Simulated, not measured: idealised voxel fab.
process module | voxel capacitor over wiring
cross-section cut | 295 nm wide | cells 5 nm
A cross-section is a grid of square cells, given in bands from the top down. A band is one or more rows of cells.
Each band's line starts with the height of the band's top and of its bottom, in nm. Then come its materials from left to right, each with its width in nm. One material with "throughout" fills the band from edge to edge. "air" is empty space.
Height 0 is the level under which the wafer as received is all one material. The lowest band goes on downwards, as in "0 down".
A width such as "30 to 40" changes by the same amount from each row of cells to the next, from the band's top row to its bottom row.
"no change" after a step means that no cell of the cross-section changed.
closed voids: empty space of 8 cells or more with no open way to the top, each as width x height at its distance from the left edge, in nm
after a step's settings: what the simulator itself notes on the step
overlay nm, on a step with a mask: how far to the right of its planned place the mask lay; to the left if negative
Each pair below shows a cross-section before one step and the cross-section after it, down to the lowest band that changed. The line under each pair gives the step between them, with its settings. The pairs can come from different runs of this module on the same starting wafer, so a pair continues from the pair above only where its "before" says so.
before
  0 down: Si throughout
  closed voids: none
after
  15 to 0: SiO2 throughout
  below 0: unchanged
  closed voids: none
the step between: op CONFORMAL_DEP | material SiO2 | thk nm 15
before: the cross-section after the pair above
after
  20 to 15: SiCN throughout
  below 15: unchanged
  closed voids: none
the step between: op CONFORMAL_DEP | material SiCN | thk nm 5
before: the cross-section after the pair above
after
  45 to 20: SiO2 throughout
  below 20: unchanged
  closed voids: none
the step between: op DIRECTIONAL_DEP | material SiO2 | thk nm 25
before: the cross-section after the pair above
after
  65 to 45: resist 85 | air 30 | resist 65 | air 30 | resist 85
  below 45: unchanged
  closed voids: none
the step between: op PATTERN | tone open | mask id METAL_1 | material resist | width nm 30 | pitch nm 95 | thk nm 20 | overlay nm 0
before: the cross-section after the pair above
after
  65 to 45: resist 85 | air 30 | resist 65 | air 30 | resist 85
  45 to 20: SiO2 85 | air 30 | SiO2 65 | air 30 | SiO2 85
  below 20: unchanged
  closed voids: none
the step between: op DIRECTIONAL_ETCH | etch materials SiO2 | depth nm 25
before: the cross-section after the pair above
after
  65 to 45: resist 85 | air 30 | resist 65 | air 30 | resist 85
  45 to 20: SiO2 85 | air 30 | SiO2 65 | air 30 | SiO2 85
  20 to 15: SiCN 85 | air 30 | SiCN 65 | air 30 | SiCN 85
  below 15: unchanged
  closed voids: none
the step between: op DIRECTIONAL_ETCH | etch materials SiCN | depth nm 5
before: the cross-section after the pair above
after
  45 to 20: SiO2 85 | air 30 | SiO2 65 | air 30 | SiO2 85
  below 20: unchanged
  closed voids: none
the step between: op STRIP | etch materials resist
before: the cross-section after the pair above
after
  50 to 45: TiN 90 | air 20 | TiN 75 | air 20 | TiN 90
  45 to 20: SiO2 85 | TiN 5 | air 20 | TiN 5 | SiO2 65 | TiN 5 | air 20 | TiN 5 | SiO2 85
  20 to 15: SiCN 85 | TiN 30 | SiCN 65 | TiN 30 | SiCN 85
  below 15: unchanged
  closed voids: none
the step between: op CONFORMAL_DEP | material TiN | thk nm 5
before: the cross-section after the pair above
after
  60 to 50: Cu throughout
  50 to 45: TiN 90 | Cu 20 | TiN 75 | Cu 20 | TiN 90
  45 to 20: SiO2 85 | TiN 5 | Cu 20 | TiN 5 | SiO2 65 | TiN 5 | Cu 20 | TiN 5 | SiO2 85
  below 20: unchanged
  closed voids: none
the step between: op FILL_DEP | material Cu | thk nm 10
before: the cross-section after the pair above
after
  45 to 20: SiO2 85 | TiN 5 | Cu 20 | TiN 5 | SiO2 65 | TiN 5 | Cu 20 | TiN 5 | SiO2 85
  below 20: unchanged
  closed voids: none
the step between: op CMP | height nm 45
before: the cross-section after the pair above
after
  50 to 45: SiCN throughout
  below 45: unchanged
  closed voids: none
the step between: op CONFORMAL_DEP | material SiCN | thk nm 5
before: the cross-section after the pair above
after
  60 to 50: SiO2 throughout
  below 50: unchanged
  closed voids: none
the step between: op DIRECTIONAL_DEP | material SiO2 | thk nm 10
before: the cross-section after the pair above
after
  60 to 50: SiO2 100 | air 15 | SiO2 180
  below 50: unchanged
  closed voids: none
the step between: op MASKED_ETCH | tone open | mask id PLUG_1 | width nm 15 | etch materials SiO2 | depth nm 10 | overlay nm 0
before: the cross-section after the pair above
after
  60 to 50: SiO2 100 | air 15 | SiO2 180
  50 to 45: SiCN 100 | air 15 | SiCN 180
  below 45: unchanged
  closed voids: none
the step between: op MASKED_ETCH | tone open | mask id PLUG_1 | width nm 15 | etch materials SiCN | depth nm 5 | overlay nm 0
before: the cross-section after the pair above
after
  60 to 55: SiO2 100 | air 15 | SiO2 180
  55 to 50: SiO2 100 | Ru 15 | SiO2 180
  50 to 45: SiCN 100 | Ru 15 | SiCN 180
  below 45: unchanged
  closed voids: none
the step between: op EPI | material Ru | thk nm 10
before: the cross-section after the pair above
after
  60 to 50: SiO2 100 | Ru 15 | SiO2 180
  below 50: unchanged
  closed voids: none
the step between: op EPI | material Ru | thk nm 5
before: the cross-section after the pair above
after
  65 to 60: TiN throughout
  below 60: unchanged
  closed voids: none
the step between: op DIRECTIONAL_DEP | material TiN | thk nm 5
before: the cross-section after the pair above
after
  70 to 65: SiN throughout
  below 65: unchanged
  closed voids: none
the step between: op DIRECTIONAL_DEP | material SiN | thk nm 5
before: the cross-section after the pair above
after
  75 to 70: TiN throughout
  below 70: unchanged
  closed voids: none
the step between: op DIRECTIONAL_DEP | material TiN | thk nm 5
before: the cross-section after the pair above
after
  75 to 70: air 100 | TiN 70 | air 125
  below 70: unchanged
  closed voids: none
the step between: op MASKED_ETCH | tone cover | mask id UPPER_PLATE | width nm 70 | etch materials TiN | depth nm 5 | overlay nm 0
before: the cross-section after the pair above
after
  75 to 70: air 100 | TiN 70 | air 125
  70 to 65: air 100 | SiN 70 | air 125
  below 65: unchanged
  closed voids: none
the step between: op MASKED_ETCH | tone cover | mask id UPPER_PLATE | width nm 70 | etch materials SiN | depth nm 5 | overlay nm 0
before: the cross-section after the pair above
after
  90 to 80: air 100 | aC 70 | air 125
  80 to 75: aC throughout
  75 to 70: aC 100 | TiN 70 | aC 125
  70 to 65: aC 100 | SiN 70 | aC 125
  below 65: unchanged
  closed voids: none
the step between: op DIRECTIONAL_DEP | material aC | thk nm 15
before: the cross-section after the pair above
after
  125 to 90: air 95 | resist 80 | air 120
  90 to 80: air 95 | resist 5 | aC 70 | resist 5 | air 120
  below 80: unchanged
  closed voids: none
the step between: op PATTERN | tone cover | mask id LOWER_PLATE | material resist | width nm 80 | thk nm 35 | overlay nm 0
before: the cross-section after the pair above
after
  110 to 90: air 95 | resist 80 | air 120
  90 to 80: air 95 | resist 5 | aC 70 | resist 5 | air 120
  80 to 75: air 95 | aC 80 | air 120
  75 to 70: air 95 | aC 5 | TiN 70 | aC 5 | air 120
  70 to 65: air 95 | aC 5 | SiN 70 | aC 5 | air 120
  below 65: unchanged
  closed voids: none
the step between: op DIRECTIONAL_ETCH | etch materials aC | depth nm 15
before: the cross-section after the pair above
after
  90 to 80: air 100 | aC 70 | air 125
  below 80: unchanged
  closed voids: none
the step between: op STRIP | etch materials resist
before: the cross-section after the pair above
after
  90 to 80: air 100 | aC 70 | air 125
  80 to 75: air 95 | aC 80 | air 120
  75 to 70: air 95 | aC 5 | TiN 70 | aC 5 | air 120
  70 to 65: air 95 | aC 5 | SiN 70 | aC 5 | air 120
  65 to 60: air 95 | TiN 80 | air 120
  below 60: unchanged
  closed voids: none
the step between: op DIRECTIONAL_ETCH | etch materials TiN | depth nm 5
before: the cross-section after the pair above
after
  75 to 70: air 100 | TiN 70 | air 125
  70 to 65: air 100 | SiN 70 | air 125
  below 65: unchanged
  closed voids: none
the step between: op STRIP | etch materials aC
before: the cross-section after the pair above
after
  90 to 75: SiO2 throughout
  75 to 70: SiO2 100 | TiN 70 | SiO2 125
  70 to 65: SiO2 100 | SiN 70 | SiO2 125
  65 to 60: SiO2 95 | TiN 80 | SiO2 120
  below 60: unchanged
  closed voids: none
the step between: op FILL_DEP | material SiO2 | thk nm 15
before: the cross-section after the pair above
after
  85 to 75: SiO2 throughout
  below 75: unchanged
  closed voids: none
the step between: op CMP | height nm 85
before: the cross-section after the pair above
after
  95 to 85: aC throughout
  below 85: unchanged
  closed voids: none
the step between: op DIRECTIONAL_DEP | material aC | thk nm 10
before: the cross-section after the pair above
after
  120 to 95: resist 110 | air 15 | resist 170
  below 95: unchanged
  closed voids: none
the step between: op PATTERN | tone open | mask id PLUG_2 | material resist | width nm 15 | thk nm 25 | overlay nm 0
before: the cross-section after the pair above
after
  110 to 95: resist 110 | air 15 | resist 170
  95 to 85: aC 110 | air 15 | aC 170
  below 85: unchanged
  closed voids: none
the step between: op DIRECTIONAL_ETCH | etch materials aC | depth nm 10
before: the cross-section after the pair above
after
  95 to 85: aC 110 | air 15 | aC 170
  below 85: unchanged
  closed voids: none
the step between: op STRIP | etch materials resist
before: the cross-section after the pair above
after
  95 to 85: aC 110 | air 15 | aC 170
  85 to 75: SiO2 110 | air 15 | SiO2 170
  below 75: unchanged
  closed voids: none
the step between: op DIRECTIONAL_ETCH | etch materials SiO2 | depth nm 10
before: the cross-section after the pair above
after
  85 to 75: SiO2 110 | air 15 | SiO2 170
  below 75: unchanged
  closed voids: none
the step between: op STRIP | etch materials aC
before: the cross-section after the pair above
after
  90 to 85: TiN 115 | air 5 | TiN 175
  85 to 80: SiO2 110 | TiN 5 | air 5 | TiN 5 | SiO2 170
  80 to 70: SiO2 110 to 100 | TiN 15 to 70 | SiO2 170 to 125
  below 70: unchanged
  closed voids: none
the step between: op CONFORMAL_DEP | material TiN | thk nm 5
before: the cross-section after the pair above
after
  95 to 90: Ru throughout
  90 to 85: TiN 115 | Ru 5 | TiN 175
  85 to 80: SiO2 110 | TiN 5 | Ru 5 | TiN 5 | SiO2 170
  below 80: unchanged
  closed voids: none
the step between: op FILL_DEP | material Ru | thk nm 5
before: the cross-section after the pair above
after
  85 to 80: SiO2 110 | TiN 5 | Ru 5 | TiN 5 | SiO2 170
  below 80: unchanged
  closed voids: none
the step between: op CMP | height nm 85
before: the cross-section after the pair above
after
  90 to 85: SiCN throughout
  below 85: unchanged
  closed voids: none
the step between: op CONFORMAL_DEP | material SiCN | thk nm 5
before
  50 to 45: SiCN throughout
  45 to 20: SiO2 85 | TiN 5 | Cu 20 | TiN 5 | SiO2 65 | TiN 5 | Cu 20 | TiN 5 | SiO2 85
  20 to 15: SiCN 85 | TiN 30 | SiCN 65 | TiN 30 | SiCN 85
  15 to 0: SiO2 throughout
  0 down: Si throughout
  closed voids: none
after
  50 to 45: SiCN 100 | air 15 | SiCN 180
  below 45: unchanged
  closed voids: none
the step between: op MASKED_ETCH | tone open | mask id PLUG_1 | width nm 15 | etch materials SiCN | depth nm 5 | overlay nm 0
before: the cross-section after the pair above
after
  55 to 50: air 95 | Ru 25 | air 175
  50 to 45: SiCN 100 | Ru 15 | SiCN 180
  below 45: unchanged
  closed voids: none
the step between: op EPI | material Ru | thk nm 10
before: the cross-section after the pair above
after
  60 to 50: air 90 | Ru 35 | air 170
  below 50: unchanged
  closed voids: none
the step between: op EPI | material Ru | thk nm 5
before: the cross-section after the pair above
after
  65 to 60: air 90 | TiN 35 | air 170
  60 to 55: air 90 | Ru 35 | air 170
  55 to 50: TiN 90 | Ru 35 | TiN 170
  below 50: unchanged
  closed voids: none
the step between: op DIRECTIONAL_DEP | material TiN | thk nm 5
before: the cross-section after the pair above
after
  70 to 65: air 90 | SiN 35 | air 170
  65 to 60: air 90 | TiN 35 | air 170
  60 to 55: SiN 90 | Ru 35 | SiN 170
  below 55: unchanged
  closed voids: none
the step between: op DIRECTIONAL_DEP | material SiN | thk nm 5
before: the cross-section after the pair above
after
  75 to 70: air 90 | TiN 35 | air 170
  70 to 65: air 90 | SiN 35 | air 170
  65 to 60: TiN throughout
  below 60: unchanged
  closed voids: none
the step between: op DIRECTIONAL_DEP | material TiN | thk nm 5
before: the cross-section after the pair above
after
  75 to 70: air 100 | TiN 25 | air 170
  70 to 65: air 90 | SiN 35 | air 170
  65 to 60: air 90 | TiN 80 | air 125
  below 60: unchanged
  closed voids: none
the step between: op MASKED_ETCH | tone cover | mask id UPPER_PLATE | width nm 70 | etch materials TiN | depth nm 5 | overlay nm 0
before: the cross-section after the pair above
after
  75 to 70: air 100 | TiN 25 | air 170
  70 to 65: air 100 | SiN 25 | air 170
  65 to 60: air 90 | TiN 80 | air 125
  60 to 55: air 90 | Ru 35 | SiN 45 | air 125
  below 55: unchanged
  closed voids: none
the step between: op MASKED_ETCH | tone cover | mask id UPPER_PLATE | width nm 70 | etch materials SiN | depth nm 5 | overlay nm 0
before: the cross-section after the pair above
after
  90 to 80: air 100 | aC 25 | air 170
  80 to 75: air 90 | aC 80 | air 125
  75 to 70: air 90 | aC 10 | TiN 25 | aC 45 | air 125
  70 to 65: aC 100 | SiN 25 | aC 170
  65 to 60: aC 90 | TiN 80 | aC 125
  60 to 55: aC 90 | Ru 35 | SiN 45 | aC 125
  below 55: unchanged
  closed voids: none
the step between: op DIRECTIONAL_DEP | material aC | thk nm 15
before: the cross-section after the pair above
after
  125 to 90: air 95 | resist 80 | air 120
  90 to 80: air 95 | resist 5 | aC 25 | resist 50 | air 120
  80 to 75: air 90 | aC 80 | resist 5 | air 120
  75 to 70: air 90 | aC 10 | TiN 25 | aC 45 | resist 5 | air 120
  below 70: unchanged
  closed voids: none
the step between: op PATTERN | tone cover | mask id LOWER_PLATE | material resist | width nm 80 | thk nm 35 | overlay nm 0
before: the cross-section after the pair above
after
  110 to 90: air 95 | resist 80 | air 120
  90 to 80: air 95 | resist 5 | aC 25 | resist 50 | air 120
  80 to 75: air 95 | aC 75 | resist 5 | air 120
  75 to 70: air 95 | aC 5 | TiN 25 | aC 45 | resist 5 | air 120
  70 to 65: air 95 | aC 5 | SiN 25 | aC 50 | air 120
  65 to 60: air 90 | TiN 80 | aC 5 | air 120
  60 to 55: air 90 | Ru 35 | SiN 45 | aC 5 | air 120
  below 55: unchanged
  closed voids: none
the step between: op DIRECTIONAL_ETCH | etch materials aC | depth nm 15
before: the cross-section after the pair above
after
  90 to 80: air 100 | aC 25 | air 170
  80 to 75: air 95 | aC 75 | air 125
  75 to 70: air 95 | aC 5 | TiN 25 | aC 45 | air 125
  below 70: unchanged
  closed voids: none
the step between: op STRIP | etch materials resist
before: the cross-section after the pair above
after
  90 to 80: air 100 | aC 25 | air 170
  80 to 75: air 95 | aC 75 | air 125
  75 to 70: air 95 | aC 5 | TiN 25 | aC 45 | air 125
  70 to 65: air 95 | aC 5 | SiN 25 | aC 50 | air 120
  65 to 60: air 95 | TiN 75 | aC 5 | air 120
  60 to 55: air 90 | Ru 35 | SiN 45 | aC 5 | air 120
  55 to 50: air 90 | Ru 35 | TiN 50 | air 120
  below 50: unchanged
  closed voids: none
the step between: op DIRECTIONAL_ETCH | etch materials TiN | depth nm 5
before: the cross-section after the pair above
after
  75 to 70: air 100 | TiN 25 | air 170
  70 to 65: air 100 | SiN 25 | air 170
  65 to 60: air 95 | TiN 75 | air 125
  60 to 55: air 90 | Ru 35 | SiN 45 | air 125
  below 55: unchanged
  closed voids: none
the step between: op STRIP | etch materials aC
before: the cross-section after the pair above
after
  90 to 75: SiO2 throughout
  75 to 70: SiO2 100 | TiN 25 | SiO2 170
  70 to 65: SiO2 100 | SiN 25 | SiO2 170
  65 to 60: SiO2 95 | TiN 75 | SiO2 125
  60 to 55: SiO2 90 | Ru 35 | SiN 45 | SiO2 125
  55 to 50: SiO2 90 | Ru 35 | TiN 50 | SiO2 120
  below 50: unchanged
  closed voids: none
the step between: op FILL_DEP | material SiO2 | thk nm 15
before: the cross-section after the pair above
after
  85 to 75: SiO2 throughout
  below 75: unchanged
  closed voids: none
the step between: op CMP | height nm 85
before: the cross-section after the pair above
after
  95 to 85: aC throughout
  below 85: unchanged
  closed voids: none
the step between: op DIRECTIONAL_DEP | material aC | thk nm 10
before: the cross-section after the pair above
after
  120 to 95: resist 110 | air 15 | resist 170
  below 95: unchanged
  closed voids: none
the step between: op PATTERN | tone open | mask id PLUG_2 | material resist | width nm 15 | thk nm 25 | overlay nm 0
before: the cross-section after the pair above
after
  110 to 95: resist 110 | air 15 | resist 170
  95 to 85: aC 110 | air 15 | aC 170
  below 85: unchanged
  closed voids: none
the step between: op DIRECTIONAL_ETCH | etch materials aC | depth nm 10
before: the cross-section after the pair above
after
  95 to 85: aC 110 | air 15 | aC 170
  below 85: unchanged
  closed voids: none
the step between: op STRIP | etch materials resist
before: the cross-section after the pair above
after
  95 to 85: aC 110 | air 15 | aC 170
  85 to 75: SiO2 110 | air 15 | SiO2 170
  below 75: unchanged
  closed voids: none
the step between: op DIRECTIONAL_ETCH | etch materials SiO2 | depth nm 10
before: the cross-section after the pair above
after
  85 to 75: SiO2 110 | air 15 | SiO2 170
  below 75: unchanged
  closed voids: none
the step between: op STRIP | etch materials aC
before: the cross-section after the pair above
after
  90 to 85: TiN 115 | air 5 | TiN 175
  85 to 80: SiO2 110 | TiN 5 | air 5 | TiN 5 | SiO2 170
  80 to 70: SiO2 110 to 100 | TiN 15 to 25 | SiO2 170
  below 70: unchanged
  closed voids: none
the step between: op CONFORMAL_DEP | material TiN | thk nm 5
before: the cross-section after the pair above
after
  95 to 90: Ru throughout
  90 to 85: TiN 115 | Ru 5 | TiN 175
  85 to 80: SiO2 110 | TiN 5 | Ru 5 | TiN 5 | SiO2 170
  below 80: unchanged
  closed voids: none
the step between: op FILL_DEP | material Ru | thk nm 5
before: the cross-section after the pair above
after
  85 to 80: SiO2 110 | TiN 5 | Ru 5 | TiN 5 | SiO2 170
  below 80: unchanged
  closed voids: none
the step between: op CMP | height nm 85
before: the cross-section after the pair above
after
  90 to 85: SiCN throughout
  below 85: unchanged
  closed voids: none
the step between: op CONFORMAL_DEP | material SiCN | thk nm 5
before
  15 to 0: SiO2 throughout
  0 down: Si throughout
  closed voids: none
after
  30 to 0: SiO2 throughout
  below 0: unchanged
  closed voids: none
the step between: op CONFORMAL_DEP | material SiO2 | thk nm 15
before: the cross-section after the pair above
after
  35 to 30: SiCN throughout
  below 30: unchanged
  closed voids: none
the step between: op CONFORMAL_DEP | material SiCN | thk nm 5
before: the cross-section after the pair above
after
  60 to 35: SiO2 throughout
  below 35: unchanged
  closed voids: none
the step between: op DIRECTIONAL_DEP | material SiO2 | thk nm 25
before: the cross-section after the pair above
after
  80 to 60: resist 85 | air 30 | resist 65 | air 30 | resist 85
  below 60: unchanged
  closed voids: none
the step between: op PATTERN | tone open | mask id METAL_1 | material resist | width nm 30 | pitch nm 95 | thk nm 20 | overlay nm 0
before: the cross-section after the pair above
after
  80 to 60: resist 85 | air 30 | resist 65 | air 30 | resist 85
  60 to 35: SiO2 85 | air 30 | SiO2 65 | air 30 | SiO2 85
  below 35: unchanged
  closed voids: none
the step between: op DIRECTIONAL_ETCH | etch materials SiO2 | depth nm 25
before: the cross-section after the pair above
after
  80 to 60: resist 85 | air 30 | resist 65 | air 30 | resist 85
  60 to 35: SiO2 85 | air 30 | SiO2 65 | air 30 | SiO2 85
  35 to 30: SiCN 85 | air 30 | SiCN 65 | air 30 | SiCN 85
  below 30: unchanged
  closed voids: none
the step between: op DIRECTIONAL_ETCH | etch materials SiCN | depth nm 5
before: the cross-section after the pair above
after
  60 to 35: SiO2 85 | air 30 | SiO2 65 | air 30 | SiO2 85
  below 35: unchanged
  closed voids: none
the step between: op STRIP | etch materials resist
before: the cross-section after the pair above
after
  65 to 60: TiN 90 | air 20 | TiN 75 | air 20 | TiN 90
  60 to 35: SiO2 85 | TiN 5 | air 20 | TiN 5 | SiO2 65 | TiN 5 | air 20 | TiN 5 | SiO2 85
  35 to 30: SiCN 85 | TiN 30 | SiCN 65 | TiN 30 | SiCN 85
  below 30: unchanged
  closed voids: none
the step between: op CONFORMAL_DEP | material TiN | thk nm 5
before: the cross-section after the pair above
after
  75 to 65: Cu throughout
  65 to 60: TiN 90 | Cu 20 | TiN 75 | Cu 20 | TiN 90
  60 to 35: SiO2 85 | TiN 5 | Cu 20 | TiN 5 | SiO2 65 | TiN 5 | Cu 20 | TiN 5 | SiO2 85
  below 35: unchanged
  closed voids: none
the step between: op FILL_DEP | material Cu | thk nm 10
before: the cross-section after the pair above
after
  45 to 35: SiO2 85 | TiN 5 | Cu 20 | TiN 5 | SiO2 65 | TiN 5 | Cu 20 | TiN 5 | SiO2 85
  below 35: unchanged
  closed voids: none
the step between: op CMP | height nm 45
before: the cross-section after the pair above
after
  50 to 45: SiCN throughout
  below 45: unchanged
  closed voids: none
the step between: op CONFORMAL_DEP | material SiCN | thk nm 5
before: the cross-section after the pair above
after
  60 to 50: SiO2 throughout
  below 50: unchanged
  closed voids: none
the step between: op DIRECTIONAL_DEP | material SiO2 | thk nm 10
before: the cross-section after the pair above
after
  60 to 50: SiO2 100 | air 15 | SiO2 180
  below 50: unchanged
  closed voids: none
the step between: op MASKED_ETCH | tone open | mask id PLUG_1 | width nm 15 | etch materials SiO2 | depth nm 10 | overlay nm 0
before: the cross-section after the pair above
after
  60 to 50: SiO2 100 | air 15 | SiO2 180
  50 to 45: SiCN 100 | air 15 | SiCN 180
  below 45: unchanged
  closed voids: none
the step between: op MASKED_ETCH | tone open | mask id PLUG_1 | width nm 15 | etch materials SiCN | depth nm 5 | overlay nm 0
before: the cross-section after the pair above
after
  60 to 55: SiO2 100 | air 15 | SiO2 180
  55 to 50: SiO2 100 | Ru 15 | SiO2 180
  50 to 45: SiCN 100 | Ru 15 | SiCN 180
  below 45: unchanged
  closed voids: none
the step between: op EPI | material Ru | thk nm 10
before: the cross-section after the pair above
after
  60 to 50: SiO2 100 | Ru 15 | SiO2 180
  below 50: unchanged
  closed voids: none
the step between: op EPI | material Ru | thk nm 5
before: the cross-section after the pair above
after
  65 to 60: TiN throughout
  below 60: unchanged
  closed voids: none
the step between: op DIRECTIONAL_DEP | material TiN | thk nm 5
before: the cross-section after the pair above
after
  70 to 65: SiN throughout
  below 65: unchanged
  closed voids: none
the step between: op DIRECTIONAL_DEP | material SiN | thk nm 5
before: the cross-section after the pair above
after
  75 to 70: TiN throughout
  below 70: unchanged
  closed voids: none
the step between: op DIRECTIONAL_DEP | material TiN | thk nm 5
before: the cross-section after the pair above
after
  75 to 70: air 100 | TiN 70 | air 125
  below 70: unchanged
  closed voids: none
the step between: op MASKED_ETCH | tone cover | mask id UPPER_PLATE | width nm 70 | etch materials TiN | depth nm 5 | overlay nm 0
before: the cross-section after the pair above
after
  75 to 70: air 100 | TiN 70 | air 125
  70 to 65: air 100 | SiN 70 | air 125
  below 65: unchanged
  closed voids: none
the step between: op MASKED_ETCH | tone cover | mask id UPPER_PLATE | width nm 70 | etch materials SiN | depth nm 5 | overlay nm 0
before: the cross-section after the pair above
after
  90 to 80: air 100 | aC 70 | air 125
  80 to 75: aC throughout
  75 to 70: aC 100 | TiN 70 | aC 125
  70 to 65: aC 100 | SiN 70 | aC 125
  below 65: unchanged
  closed voids: none
the step between: op DIRECTIONAL_DEP | material aC | thk nm 15
before: the cross-section after the pair above
after
  125 to 90: air 95 | resist 80 | air 120
  90 to 80: air 95 | resist 5 | aC 70 | resist 5 | air 120
  below 80: unchanged
  closed voids: none
the step between: op PATTERN | tone cover | mask id LOWER_PLATE | material resist | width nm 80 | thk nm 35 | overlay nm 0
before: the cross-section after the pair above
after
  110 to 90: air 95 | resist 80 | air 120
  90 to 80: air 95 | resist 5 | aC 70 | resist 5 | air 120
  80 to 75: air 95 | aC 80 | air 120
  75 to 70: air 95 | aC 5 | TiN 70 | aC 5 | air 120
  70 to 65: air 95 | aC 5 | SiN 70 | aC 5 | air 120
  below 65: unchanged
  closed voids: none
the step between: op DIRECTIONAL_ETCH | etch materials aC | depth nm 15
before: the cross-section after the pair above
after
  90 to 80: air 100 | aC 70 | air 125
  below 80: unchanged
  closed voids: none
the step between: op STRIP | etch materials resist
before: the cross-section after the pair above
after
  90 to 80: air 100 | aC 70 | air 125
  80 to 75: air 95 | aC 80 | air 120
  75 to 70: air 95 | aC 5 | TiN 70 | aC 5 | air 120
  70 to 65: air 95 | aC 5 | SiN 70 | aC 5 | air 120
  65 to 60: air 95 | TiN 80 | air 120
  below 60: unchanged
  closed voids: none
the step between: op DIRECTIONAL_ETCH | etch materials TiN | depth nm 5
before: the cross-section after the pair above
after
  75 to 70: air 100 | TiN 70 | air 125
  70 to 65: air 100 | SiN 70 | air 125
  below 65: unchanged
  closed voids: none
the step between: op STRIP | etch materials aC
before: the cross-section after the pair above
after
  90 to 75: SiO2 throughout
  75 to 70: SiO2 100 | TiN 70 | SiO2 125
  70 to 65: SiO2 100 | SiN 70 | SiO2 125
  65 to 60: SiO2 95 | TiN 80 | SiO2 120
  below 60: unchanged
  closed voids: none
the step between: op FILL_DEP | material SiO2 | thk nm 15
before: the cross-section after the pair above
after
  85 to 75: SiO2 throughout
  below 75: unchanged
  closed voids: none
the step between: op CMP | height nm 85
before: the cross-section after the pair above
after
  95 to 85: aC throughout
  below 85: unchanged
  closed voids: none
the step between: op DIRECTIONAL_DEP | material aC | thk nm 10
before: the cross-section after the pair above
after
  120 to 95: resist 110 | air 15 | resist 170
  below 95: unchanged
  closed voids: none
the step between: op PATTERN | tone open | mask id PLUG_2 | material resist | width nm 15 | thk nm 25 | overlay nm 0
before: the cross-section after the pair above
after
  110 to 95: resist 110 | air 15 | resist 170
  95 to 85: aC 110 | air 15 | aC 170
  below 85: unchanged
  closed voids: none
the step between: op DIRECTIONAL_ETCH | etch materials aC | depth nm 10
before: the cross-section after the pair above
after
  95 to 85: aC 110 | air 15 | aC 170
  below 85: unchanged
  closed voids: none
the step between: op STRIP | etch materials resist
before: the cross-section after the pair above
after
  95 to 85: aC 110 | air 15 | aC 170
  85 to 75: SiO2 110 | air 15 | SiO2 170
  below 75: unchanged
  closed voids: none
the step between: op DIRECTIONAL_ETCH | etch materials SiO2 | depth nm 10
before: the cross-section after the pair above
after
  85 to 75: SiO2 110 | air 15 | SiO2 170
  below 75: unchanged
  closed voids: none
the step between: op STRIP | etch materials aC
before: the cross-section after the pair above
after
  90 to 85: TiN 115 | air 5 | TiN 175
  85 to 80: SiO2 110 | TiN 5 | air 5 | TiN 5 | SiO2 170
  80 to 70: SiO2 110 to 100 | TiN 15 to 70 | SiO2 170 to 125
  below 70: unchanged
  closed voids: none
the step between: op CONFORMAL_DEP | material TiN | thk nm 5
before: the cross-section after the pair above
after
  95 to 90: Ru throughout
  90 to 85: TiN 115 | Ru 5 | TiN 175
  85 to 80: SiO2 110 | TiN 5 | Ru 5 | TiN 5 | SiO2 170
  below 80: unchanged
  closed voids: none
the step between: op FILL_DEP | material Ru | thk nm 5
before: the cross-section after the pair above
after
  85 to 80: SiO2 110 | TiN 5 | Ru 5 | TiN 5 | SiO2 170
  below 80: unchanged
  closed voids: none
the step between: op CMP | height nm 85
before: the cross-section after the pair above
after
  90 to 85: SiCN throughout
  below 85: unchanged
  closed voids: none
the step between: op CONFORMAL_DEP | material SiCN | thk nm 5
before
  60 to 55: SiO2 100 | air 15 | SiO2 180
  55 to 50: SiO2 100 | Ru 15 | SiO2 180
  50 to 45: SiCN 100 | Ru 15 | SiCN 180
  45 to 20: SiO2 85 | TiN 5 | Cu 20 | TiN 5 | SiO2 65 | TiN 5 | Cu 20 | TiN 5 | SiO2 85
  20 to 15: SiCN 85 | TiN 30 | SiCN 65 | TiN 30 | SiCN 85
  15 to 0: SiO2 throughout
  0 down: Si throughout
  closed voids: none
after
  65 to 60: TiN 100 | air 15 | TiN 180
  60 to 55: SiO2 100 | TiN 15 | SiO2 180
  below 55: unchanged
  closed voids: none
the step between: op DIRECTIONAL_DEP | material TiN | thk nm 5
before: the cross-section after the pair above
after
  70 to 65: Ru 105 | air 5 | Ru 185
  65 to 60: TiN 100 | Ru 15 | TiN 180
  below 60: unchanged
  closed voids: none
the step between: op EPI | material Ru | thk nm 5
before: the cross-section after the pair above
after
  75 to 70: SiN 105 | air 5 | SiN 185
  70 to 65: Ru 105 | SiN 5 | Ru 185
  below 65: unchanged
  closed voids: none
the step between: op DIRECTIONAL_DEP | material SiN | thk nm 5
before: the cross-section after the pair above
after
  80 to 75: TiN 105 | air 5 | TiN 185
  75 to 70: SiN 105 | TiN 5 | SiN 185
  below 70: unchanged
  closed voids: none
the step between: op DIRECTIONAL_DEP | material TiN | thk nm 5
before: the cross-section after the pair above
after
  80 to 75: air 100 | TiN 5 | air 5 | TiN 60 | air 125
  below 75: unchanged
  closed voids: none
the step between: op MASKED_ETCH | tone cover | mask id UPPER_PLATE | width nm 70 | etch materials TiN | depth nm 5 | overlay nm 0
before: the cross-section after the pair above
after
  80 to 75: air 100 | TiN 5 | air 5 | TiN 60 | air 125
  75 to 70: air 100 | SiN 5 | TiN 5 | SiN 60 | air 125
  below 70: unchanged
  closed voids: none
the step between: op MASKED_ETCH | tone cover | mask id UPPER_PLATE | width nm 70 | etch materials SiN | depth nm 5 | overlay nm 0
before: the cross-section after the pair above
after
  95 to 90: air 100 | aC 5 | air 5 | aC 60 | air 125
  90 to 85: air 100 | aC 70 | air 125
  85 to 80: aC throughout
  80 to 75: aC 100 | TiN 5 | aC 5 | TiN 60 | aC 125
  75 to 70: aC 100 | SiN 5 | TiN 5 | SiN 60 | aC 125
  below 70: unchanged
  closed voids: none
the step between: op DIRECTIONAL_DEP | material aC | thk nm 15
before: the cross-section after the pair above
after
  130 to 95: air 95 | resist 80 | air 120
  95 to 90: air 95 | resist 5 | aC 5 | resist 5 | aC 60 | resist 5 | air 120
  90 to 85: air 95 | resist 5 | aC 70 | resist 5 | air 120
  below 85: unchanged
  closed voids: none
the step between: op PATTERN | tone cover | mask id LOWER_PLATE | material resist | width nm 80 | thk nm 35 | overlay nm 0
before: the cross-section after the pair above
after
  115 to 95: air 95 | resist 80 | air 120
  95 to 90: air 95 | resist 5 | aC 5 | resist 5 | aC 60 | resist 5 | air 120
  90 to 85: air 95 | resist 5 | aC 70 | resist 5 | air 120
  85 to 80: air 95 | aC 80 | air 120
  80 to 75: air 95 | aC 5 | TiN 5 | aC 5 | TiN 60 | aC 5 | air 120
  75 to 70: air 95 | aC 5 | SiN 5 | TiN 5 | SiN 60 | aC 5 | air 120
  below 70: unchanged
  closed voids: none
the step between: op DIRECTIONAL_ETCH | etch materials aC | depth nm 15
